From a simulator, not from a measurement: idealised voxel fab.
Module name: voxel gate over fins (process module)
FYI the section here is cut, 275 nm wide, cells are 5 nm squares.
If you're reading a cross-section in this doc, picture square cells in a grid; it comes to you as bands, top ones listed first down to the bottom, and a band can be one or more rows of cells. Each band's line starts with the height of the band's top and of its bottom, in nm. Then come its materials from left to right, each with its width in nm. One material with "edge to edge" fills the band from edge to edge. "empty" is empty space. It should be noted that heights are counted from 0, beneath which the wafer as supplied is of one material throughout, and that the lowest band possesses no lower boundary but continues downward, as written in "0 and below". Graded width ("30..40"): value in top row of band = first number; value in bottom row = second number; row-to-row change constant. A step reported as "remains unaltered" is a step in which no cell of the cross-section changed. Listed in "Sealed voids": every empty space of 8 or more cells without an open way to the top. Form: width x height at distance, the distance being from the left edge, all in nm. Heads up: the bit after the settings on a step's line is the simulator's remark on that step. overlay nm: where the mask lay relative to plan, measured to the right, on steps with a mask; negatives go left.
PLANNED STEP LIST FOR THE PROCESS
step 1: RECEIVE: material Si
step 2: CONFORMAL_DEP: material SiN, thk nm 10
step 3: DIRECTIONAL_DEP: material aC, thk nm 10
step 4: PATTERN: tone cover, mask id FINS, material resist, width nm 15, pitch nm 55, thk nm 25, overlay nm 0
step 5: DIRECTIONAL_ETCH: etch materials aC, depth nm 10
step 6: STRIP: etch materials resist
step 7: DIRECTIONAL_ETCH: etch materials SiN, depth nm 10
step 8: DIRECTIONAL_ETCH: etch materials Si, depth nm 40
step 9: STRIP: etch materials aC
step 10: OXIDIZE: depth nm 5
step 11: FILL_DEP: material SiO2, thk nm 5
step 12: CMP: height nm 10
step 13: PATTERN: tone open, mask id RAIL, material resist, width nm 15, thk nm 15, overlay nm 0
step 14: DIRECTIONAL_ETCH: etch materials SiO2, depth nm 45
step 15: STRIP: etch materials resist
step 16: CONFORMAL_DEP: material TiN, thk nm 5
step 17: FILL_DEP: material W, thk nm 10
step 18: CMP: height nm 10
step 19: SELECTIVE_ETCH: etch materials W Ru TiN, depth nm 30
step 20: FILL_DEP: material SiO2, thk nm 5
step 21: CMP: height nm 10
step 22: SELECTIVE_ETCH: etch materials SiO2, depth nm 25
step 23: STRIP: etch materials SiN
step 24: CONFORMAL_DEP: material HfO2, thk nm 5
step 25: CONFORMAL_DEP: material TiN, thk nm 5
step 26: CONFORMAL_DEP: material TiAl, thk nm 5
step 27: CONFORMAL_DEP: material TiN, thk nm 5
step 28: FILL_DEP: material W, thk nm 10
step 29: CMP: height nm 25
step 30: CONFORMAL_DEP: material SiN, thk nm 5
THE FIRST OF TWO WAFERS, RUN AS PLANNED
CROSS-SECTION, INCOMING MATERIAL, AFTER STEP 1
0 and below: Si edge to edge
Sealed voids: none
STATE OF THE WAFER AFTER STEP 2, SHOWN IN CROSS-SECTION
10 down to 0: SiN edge to edge
Unchanged below 0.
STATE OF THE WAFER AFTER STEP 3, SHOWN IN CROSS-SECTION
20 down to 10: aC edge to edge
Unchanged below 10.
STATE OF THE WAFER AFTER STEP 4, SHOWN IN CROSS-SECTION
45 down to 20: empty (75), resist (15), empty (40), resist (15), empty (40), resist (15), empty (75)
Unchanged below 20.
STATE OF THE WAFER AFTER STEP 5, SHOWN IN CROSS-SECTION
35 down to 20: empty (75), resist (15), empty (40), resist (15), empty (40), resist (15), empty (75)
20 down to 10: empty (75), aC (15), empty (40), aC (15), empty (40), aC (15), empty (75)
Unchanged below 10.
STATE OF THE WAFER AFTER STEP 6, SHOWN IN CROSS-SECTION
20 down to 10: empty (75), aC (15), empty (40), aC (15), empty (40), aC (15), empty (75)
Unchanged below 10.
STATE OF THE WAFER AFTER STEP 7, SHOWN IN CROSS-SECTION
20 down to 10: empty (75), aC (15), empty (40), aC (15), empty (40), aC (15), empty (75)
10 down to 0: empty (75), SiN (15), empty (40), SiN (15), empty (40), SiN (15), empty (75)
Unchanged below 0.
STATE OF THE WAFER AFTER STEP 8, SHOWN IN CROSS-SECTION
20 down to 10: empty (75), aC (15), empty (40), aC (15), empty (40), aC (15), empty (75)
10 down to 0: empty (75), SiN (15), empty (40), SiN (15), empty (40), SiN (15), empty (75)
0 down to -40: empty (75), Si (15), empty (40), Si (15), empty (40), Si (15), empty (75)
Unchanged below -40.
STATE OF THE WAFER AFTER STEP 9, SHOWN IN CROSS-SECTION
10 down to 0: empty (75), SiN (15), empty (40), SiN (15), empty (40), SiN (15), empty (75)
Unchanged below 0.
STATE OF THE WAFER AFTER STEP 10, SHOWN IN CROSS-SECTION
10 down to 0: empty (75), SiN (15), empty (40), SiN (15), empty (40), SiN (15), empty (75)
0 down to -40: empty (75), SiO2 (5), Si (5), SiO2 (5), empty (40), SiO2 (5), Si (5), SiO2 (5), empty (40), SiO2 (5), Si (5), SiO2 (5), empty (75)
-40 down to -45: SiO2 (80), Si (5), SiO2 (50), Si (5), SiO2 (50), Si (5), SiO2 (80)
Unchanged below -45.
STATE OF THE WAFER AFTER STEP 11, SHOWN IN CROSS-SECTION
15 down to 10: SiO2 edge to edge
10 down to 0: SiO2 (75), SiN (15), SiO2 (40), SiN (15), SiO2 (40), SiN (15), SiO2 (75)
0 down to -45: SiO2 (80), Si (5), SiO2 (50), Si (5), SiO2 (50), Si (5), SiO2 (80)
Unchanged below -45.
STATE OF THE WAFER AFTER STEP 12, SHOWN IN CROSS-SECTION
10 down to 0: SiO2 (75), SiN (15), SiO2 (40), SiN (15), SiO2 (40), SiN (15), SiO2 (75)
Unchanged below 0.
STATE OF THE WAFER AFTER STEP 13, SHOWN IN CROSS-SECTION
25 down to 10: resist (100), empty (15), resist (160)
Unchanged below 10.
STATE OF THE WAFER AFTER STEP 14, SHOWN IN CROSS-SECTION
25 down to 10: resist (100), empty (15), resist (160)
10 down to 0: SiO2 (75), SiN (15), SiO2 (10), empty (15), SiO2 (15), SiN (15), SiO2 (40), SiN (15), SiO2 (75)
0 down to -35: SiO2 (80), Si (5), SiO2 (15), empty (15), SiO2 (20), Si (5), SiO2 (50), Si (5), SiO2 (80)
Unchanged below -35.
STATE OF THE WAFER AFTER STEP 15, SHOWN IN CROSS-SECTION
10 down to 0: SiO2 (75), SiN (15), SiO2 (10), empty (15), SiO2 (15), SiN (15), SiO2 (40), SiN (15), SiO2 (75)
Unchanged below 0.
STATE OF THE WAFER AFTER STEP 16, SHOWN IN CROSS-SECTION
15 down to 10: TiN (105), empty (5), TiN (165)
10 down to 0: SiO2 (75), SiN (15), SiO2 (10), TiN (5), empty (5), TiN (5), SiO2 (15), SiN (15), SiO2 (40), SiN (15), SiO2 (75)
0 down to -30: SiO2 (80), Si (5), SiO2 (15), TiN (5), empty (5), TiN (5), SiO2 (20), Si (5), SiO2 (50), Si (5), SiO2 (80)
-30 down to -35: SiO2 (80), Si (5), SiO2 (15), TiN (15), SiO2 (20), Si (5), SiO2 (50), Si (5), SiO2 (80)
Unchanged below -35.
STATE OF THE WAFER AFTER STEP 17, SHOWN IN CROSS-SECTION
25 down to 15: W edge to edge
15 down to 10: TiN (105), W (5), TiN (165)
10 down to 0: SiO2 (75), SiN (15), SiO2 (10), TiN (5), W (5), TiN (5), SiO2 (15), SiN (15), SiO2 (40), SiN (15), SiO2 (75)
0 down to -30: SiO2 (80), Si (5), SiO2 (15), TiN (5), W (5), TiN (5), SiO2 (20), Si (5), SiO2 (50), Si (5), SiO2 (80)
Unchanged below -30.
STATE OF THE WAFER AFTER STEP 18, SHOWN IN CROSS-SECTION
10 down to 0: SiO2 (75), SiN (15), SiO2 (10), TiN (5), W (5), TiN (5), SiO2 (15), SiN (15), SiO2 (40), SiN (15), SiO2 (75)
Unchanged below 0.
STATE OF THE WAFER AFTER STEP 19, SHOWN IN CROSS-SECTION
10 down to 0: SiO2 (75), SiN (15), SiO2 (10), empty (15), SiO2 (15), SiN (15), SiO2 (40), SiN (15), SiO2 (75)
0 down to -20: SiO2 (80), Si (5), SiO2 (15), empty (15), SiO2 (20), Si (5), SiO2 (50), Si (5), SiO2 (80)
Unchanged below -20.
STATE OF THE WAFER AFTER STEP 20, SHOWN IN CROSS-SECTION
15 down to 10: SiO2 edge to edge
10 down to 0: SiO2 (75), SiN (15), SiO2 (40), SiN (15), SiO2 (40), SiN (15), SiO2 (75)
0 down to -20: SiO2 (80), Si (5), SiO2 (50), Si (5), SiO2 (50), Si (5), SiO2 (80)
Unchanged below -20.
STATE OF THE WAFER AFTER STEP 21, SHOWN IN CROSS-SECTION
10 down to 0: SiO2 (75), SiN (15), SiO2 (40), SiN (15), SiO2 (40), SiN (15), SiO2 (75)
Unchanged below 0.
STATE OF THE WAFER AFTER STEP 22, SHOWN IN CROSS-SECTION
10 down to 0: empty (75), SiN (15), empty (40), SiN (15), empty (40), SiN (15), empty (75)
0 down to -15: empty (80), Si (5), empty (50), Si (5), empty (50), Si (5), empty (80)
Unchanged below -15.
STATE OF THE WAFER AFTER STEP 23, SHOWN IN CROSS-SECTION
0 down to -15: empty (80), Si (5), empty (50), Si (5), empty (50), Si (5), empty (80)
Unchanged below -15.
STATE OF THE WAFER AFTER STEP 24, SHOWN IN CROSS-SECTION
5 down to 0: empty (75), HfO2 (15), empty (40), HfO2 (15), empty (40), HfO2 (15), empty (75)
0 down to -10: empty (75), HfO2 (5), Si (5), HfO2 (5), empty (40), HfO2 (5), Si (5), HfO2 (5), empty (40), HfO2 (5), Si (5), HfO2 (5), empty (75)
-10 down to -15: HfO2 (80), Si (5), HfO2 (50), Si (5), HfO2 (50), Si (5), HfO2 (80)
Unchanged below -15.
STATE OF THE WAFER AFTER STEP 25, SHOWN IN CROSS-SECTION
10 down to 5: empty (70), TiN (25), empty (30), TiN (25), empty (30), TiN (25), empty (70)
5 down to 0: empty (70), TiN (5), HfO2 (15), TiN (5), empty (30), TiN (5), HfO2 (15), TiN (5), empty (30), TiN (5), HfO2 (15), TiN (5), empty (70)
0 down to -5: empty (70), TiN (5), HfO2 (5), Si (5), HfO2 (5), TiN (5), empty (30), TiN (5), HfO2 (5), Si (5), HfO2 (5), TiN (5), empty (30), TiN (5), HfO2 (5), Si (5), HfO2 (5), TiN (5), empty (70)
-5 down to -10: TiN (75), HfO2 (5), Si (5), HfO2 (5), TiN (40), HfO2 (5), Si (5), HfO2 (5), TiN (40), HfO2 (5), Si (5), HfO2 (5), TiN (75)
Unchanged below -10.
STATE OF THE WAFER AFTER STEP 26, SHOWN IN CROSS-SECTION
15 down to 10: empty (65), TiAl (35), empty (20), TiAl (35), empty (20), TiAl (35), empty (65)
10 down to 5: empty (65), TiAl (5), TiN (25), TiAl (5), empty (20), TiAl (5), TiN (25), TiAl (5), empty (20), TiAl (5), TiN (25), TiAl (5), empty (65)
5 down to 0: empty (65), TiAl (5), TiN (5), HfO2 (15), TiN (5), TiAl (5), empty (20), TiAl (5), TiN (5), HfO2 (15), TiN (5), TiAl (5), empty (20), TiAl (5), TiN (5), HfO2 (15), TiN (5), TiAl (5), empty (65)
0 down to -5: TiAl (70), TiN (5), HfO2 (5), Si (5), HfO2 (5), TiN (5), TiAl (30), TiN (5), HfO2 (5), Si (5), HfO2 (5), TiN (5), TiAl (30), TiN (5), HfO2 (5), Si (5), HfO2 (5), TiN (5), TiAl (70)
Unchanged below -5.
STATE OF THE WAFER AFTER STEP 27, SHOWN IN CROSS-SECTION
20 down to 15: empty (60), TiN (45), empty (10), TiN (45), empty (10), TiN (45), empty (60)
15 down to 10: empty (60), TiN (5), TiAl (35), TiN (5), empty (10), TiN (5), TiAl (35), TiN (5), empty (10), TiN (5), TiAl (35), TiN (5), empty (60)
10 down to 5: empty (60), TiN (5), TiAl (5), TiN (25), TiAl (5), TiN (5), empty (10), TiN (5), TiAl (5), TiN (25), TiAl (5), TiN (5), empty (10), TiN (5), TiAl (5), TiN (25), TiAl (5), TiN (5), empty (60)
5 down to 0: TiN (65), TiAl (5), TiN (5), HfO2 (15), TiN (5), TiAl (5), TiN (20), TiAl (5), TiN (5), HfO2 (15), TiN (5), TiAl (5), TiN (20), TiAl (5), TiN (5), HfO2 (15), TiN (5), TiAl (5), TiN (65)
Unchanged below 0.
STATE OF THE WAFER AFTER STEP 28, SHOWN IN CROSS-SECTION
30 down to 20: W edge to edge
20 down to 15: W (60), TiN (45), W (10), TiN (45), W (10), TiN (45), W (60)
15 down to 10: W (60), TiN (5), TiAl (35), TiN (5), W (10), TiN (5), TiAl (35), TiN (5), W (10), TiN (5), TiAl (35), TiN (5), W (60)
10 down to 5: W (60), TiN (5), TiAl (5), TiN (25), TiAl (5), TiN (5), W (10), TiN (5), TiAl (5), TiN (25), TiAl (5), TiN (5), W (10), TiN (5), TiAl (5), TiN (25), TiAl (5), TiN (5), W (60)
Unchanged below 5.
STATE OF THE WAFER AFTER STEP 29, SHOWN IN CROSS-SECTION
25 down to 20: W edge to edge
Unchanged below 20.
STATE OF THE WAFER AFTER STEP 30, SHOWN IN CROSS-SECTION
30 down to 25: SiN edge to edge
Unchanged below 25.
WAFER TWO: LIKE WAFER ONE IN START AND PLAN, BUT WITH ONE MISTAKE IN EXECUTION; IDENTICAL UP TO AND INCLUDING STEP 12
THE SECOND WAFER CUT THROUGH, AT THE TIME STEP 13 WAS SUPPOSED TO BE FINISHED
25 down to 10: empty (100), resist (15), empty (160)
Unchanged below 10.
THE SECOND WAFER CUT THROUGH, AT THE TIME STEP 14 WAS SUPPOSED TO BE FINISHED
25 down to 10: empty (100), resist (15), empty (160)
10 down to 0: empty (75), SiN (15), empty (10), SiO2 (15), empty (15), SiN (15), empty (40), SiN (15), empty (75)
0 down to -35: empty (75), SiO2 (5), Si (5), SiO2 (5), empty (10), SiO2 (15), empty (15), SiO2 (5), Si (5), SiO2 (5), empty (40), SiO2 (5), Si (5), SiO2 (5), empty (75)
Unchanged below -35.
THE SECOND WAFER CUT THROUGH, AT THE TIME STEP 15 WAS SUPPOSED TO BE FINISHED
10 down to 0: empty (75), SiN (15), empty (10), SiO2 (15), empty (15), SiN (15), empty (40), SiN (15), empty (75)
Unchanged below 0.
THE SECOND WAFER CUT THROUGH, AT THE TIME STEP 16 WAS SUPPOSED TO BE FINISHED
15 down to 10: empty (70), TiN (50), empty (5), TiN (25), empty (30), TiN (25), empty (70)
10 down to 0: empty (70), TiN (5), SiN (15), TiN (10), SiO2 (15), TiN (5), empty (5), TiN (5), SiN (15), TiN (5), empty (30), TiN (5), SiN (15), TiN (5), empty (70)
0 down to -30: empty (70), TiN (5), SiO2 (5), Si (5), SiO2 (5), TiN (10), SiO2 (15), TiN (5), empty (5), TiN (5), SiO2 (5), Si (5), SiO2 (5), TiN (5), empty (30), TiN (5), SiO2 (5), Si (5), SiO2 (5), TiN (5), empty (70)
-30 down to -35: TiN (75), SiO2 (5), Si (5), SiO2 (5), TiN (10), SiO2 (15), TiN (15), SiO2 (5), Si (5), SiO2 (5), TiN (40), SiO2 (5), Si (5), SiO2 (5), TiN (75)
Unchanged below -35.
THE SECOND WAFER CUT THROUGH, AT THE TIME STEP 17 WAS SUPPOSED TO BE FINISHED
25 down to 15: W edge to edge
15 down to 10: W (70), TiN (50), W (5), TiN (25), W (30), TiN (25), W (70)
10 down to 0: W (70), TiN (5), SiN (15), TiN (10), SiO2 (15), TiN (5), W (5), TiN (5), SiN (15), TiN (5), W (30), TiN (5), SiN (15), TiN (5), W (70)
0 down to -30: W (70), TiN (5), SiO2 (5), Si (5), SiO2 (5), TiN (10), SiO2 (15), TiN (5), W (5), TiN (5), SiO2 (5), Si (5), SiO2 (5), TiN (5), W (30), TiN (5), SiO2 (5), Si (5), SiO2 (5), TiN (5), W (70)
Unchanged below -30.
THE SECOND WAFER CUT THROUGH, AT THE TIME STEP 18 WAS SUPPOSED TO BE FINISHED
10 down to 0: W (70), TiN (5), SiN (15), TiN (10), SiO2 (15), TiN (5), W (5), TiN (5), SiN (15), TiN (5), W (30), TiN (5), SiN (15), TiN (5), W (70)
Unchanged below 0.
THE SECOND WAFER CUT THROUGH, AT THE TIME STEP 19 WAS SUPPOSED TO BE FINISHED
10 down to 0: empty (75), SiN (15), empty (10), SiO2 (15), empty (15), SiN (15), empty (40), SiN (15), empty (75)
0 down to -20: empty (75), SiO2 (5), Si (5), SiO2 (5), empty (10), SiO2 (15), empty (15), SiO2 (5), Si (5), SiO2 (5), empty (40), SiO2 (5), Si (5), SiO2 (5), empty (75)
Unchanged below -20.
THE SECOND WAFER CUT THROUGH, AT THE TIME STEP 20 WAS SUPPOSED TO BE FINISHED
15 down to 10: SiO2 edge to edge
10 down to 0: SiO2 (75), SiN (15), SiO2 (40), SiN (15), SiO2 (40), SiN (15), SiO2 (75)
0 down to -20: SiO2 (80), Si (5), SiO2 (50), Si (5), SiO2 (50), Si (5), SiO2 (80)
Unchanged below -20.
THE SECOND WAFER CUT THROUGH, AT THE TIME STEP 21 WAS SUPPOSED TO BE FINISHED
10 down to 0: SiO2 (75), SiN (15), SiO2 (40), SiN (15), SiO2 (40), SiN (15), SiO2 (75)
Unchanged below 0.
THE SECOND WAFER CUT THROUGH, AT THE TIME STEP 22 WAS SUPPOSED TO BE FINISHED
10 down to 0: empty (75), SiN (15), empty (40), SiN (15), empty (40), SiN (15), empty (75)
0 down to -15: empty (80), Si (5), empty (50), Si (5), empty (50), Si (5), empty (80)
Unchanged below -15.
THE SECOND WAFER CUT THROUGH, AT THE TIME STEP 23 WAS SUPPOSED TO BE FINISHED
0 down to -15: empty (80), Si (5), empty (50), Si (5), empty (50), Si (5), empty (80)
Unchanged below -15.
THE SECOND WAFER CUT THROUGH, AT THE TIME STEP 24 WAS SUPPOSED TO BE FINISHED
5 down to 0: empty (75), HfO2 (15), empty (40), HfO2 (15), empty (40), HfO2 (15), empty (75)
0 down to -10: empty (75), HfO2 (5), Si (5), HfO2 (5), empty (40), HfO2 (5), Si (5), HfO2 (5), empty (40), HfO2 (5), Si (5), HfO2 (5), empty (75)
-10 down to -15: HfO2 (80), Si (5), HfO2 (50), Si (5), HfO2 (50), Si (5), HfO2 (80)
Unchanged below -15.
THE SECOND WAFER CUT THROUGH, AT THE TIME STEP 25 WAS SUPPOSED TO BE FINISHED
10 down to 5: empty (70), TiN (25), empty (30), TiN (25), empty (30), TiN (25), empty (70)
5 down to 0: empty (70), TiN (5), HfO2 (15), TiN (5), empty (30), TiN (5), HfO2 (15), TiN (5), empty (30), TiN (5), HfO2 (15), TiN (5), empty (70)
0 down to -5: empty (70), TiN (5), HfO2 (5), Si (5), HfO2 (5), TiN (5), empty (30), TiN (5), HfO2 (5), Si (5), HfO2 (5), TiN (5), empty (30), TiN (5), HfO2 (5), Si (5), HfO2 (5), TiN (5), empty (70)
-5 down to -10: TiN (75), HfO2 (5), Si (5), HfO2 (5), TiN (40), HfO2 (5), Si (5), HfO2 (5), TiN (40), HfO2 (5), Si (5), HfO2 (5), TiN (75)
Unchanged below -10.
THE SECOND WAFER CUT THROUGH, AT THE TIME STEP 26 WAS SUPPOSED TO BE FINISHED
15 down to 10: empty (65), TiAl (35), empty (20), TiAl (35), empty (20), TiAl (35), empty (65)
10 down to 5: empty (65), TiAl (5), TiN (25), TiAl (5), empty (20), TiAl (5), TiN (25), TiAl (5), empty (20), TiAl (5), TiN (25), TiAl (5), empty (65)
5 down to 0: empty (65), TiAl (5), TiN (5), HfO2 (15), TiN (5), TiAl (5), empty (20), TiAl (5), TiN (5), HfO2 (15), TiN (5), TiAl (5), empty (20), TiAl (5), TiN (5), HfO2 (15), TiN (5), TiAl (5), empty (65)
0 down to -5: TiAl (70), TiN (5), HfO2 (5), Si (5), HfO2 (5), TiN (5), TiAl (30), TiN (5), HfO2 (5), Si (5), HfO2 (5), TiN (5), TiAl (30), TiN (5), HfO2 (5), Si (5), HfO2 (5), TiN (5), TiAl (70)
Unchanged below -5.
THE SECOND WAFER CUT THROUGH, AT THE TIME STEP 27 WAS SUPPOSED TO BE FINISHED
20 down to 15: empty (60), TiN (45), empty (10), TiN (45), empty (10), TiN (45), empty (60)
15 down to 10: empty (60), TiN (5), TiAl (35), TiN (5), empty (10), TiN (5), TiAl (35), TiN (5), empty (10), TiN (5), TiAl (35), TiN (5), empty (60)
10 down to 5: empty (60), TiN (5), TiAl (5), TiN (25), TiAl (5), TiN (5), empty (10), TiN (5), TiAl (5), TiN (25), TiAl (5), TiN (5), empty (10), TiN (5), TiAl (5), TiN (25), TiAl (5), TiN (5), empty (60)
5 down to 0: TiN (65), TiAl (5), TiN (5), HfO2 (15), TiN (5), TiAl (5), TiN (20), TiAl (5), TiN (5), HfO2 (15), TiN (5), TiAl (5), TiN (20), TiAl (5), TiN (5), HfO2 (15), TiN (5), TiAl (5), TiN (65)
Unchanged below 0.
THE SECOND WAFER CUT THROUGH, AT THE TIME STEP 28 WAS SUPPOSED TO BE FINISHED
30 down to 20: W edge to edge
20 down to 15: W (60), TiN (45), W (10), TiN (45), W (10), TiN (45), W (60)
15 down to 10: W (60), TiN (5), TiAl (35), TiN (5), W (10), TiN (5), TiAl (35), TiN (5), W (10), TiN (5), TiAl (35), TiN (5), W (60)
10 down to 5: W (60), TiN (5), TiAl (5), TiN (25), TiAl (5), TiN (5), W (10), TiN (5), TiAl (5), TiN (25), TiAl (5), TiN (5), W (10), TiN (5), TiAl (5), TiN (25), TiAl (5), TiN (5), W (60)
Unchanged below 5.
THE SECOND WAFER CUT THROUGH, AT THE TIME STEP 29 WAS SUPPOSED TO BE FINISHED
25 down to 20: W edge to edge
Unchanged below 20.
THE SECOND WAFER CUT THROUGH, AT THE TIME STEP 30 WAS SUPPOSED TO BE FINISHED
30 down to 25: SiN edge to edge
Unchanged below 25.
The mistake made against the process plan was this: step 13 went in with a setting other than planned; the actual run was PATTERN: tone cover, mask id RAIL, material resist, width nm 15, thk nm 15, overlay nm 0
Heads up, by the end the second wafer has more or fewer cells of some materials compared to the first: -120 SiO2, +52 TiN, +68 W
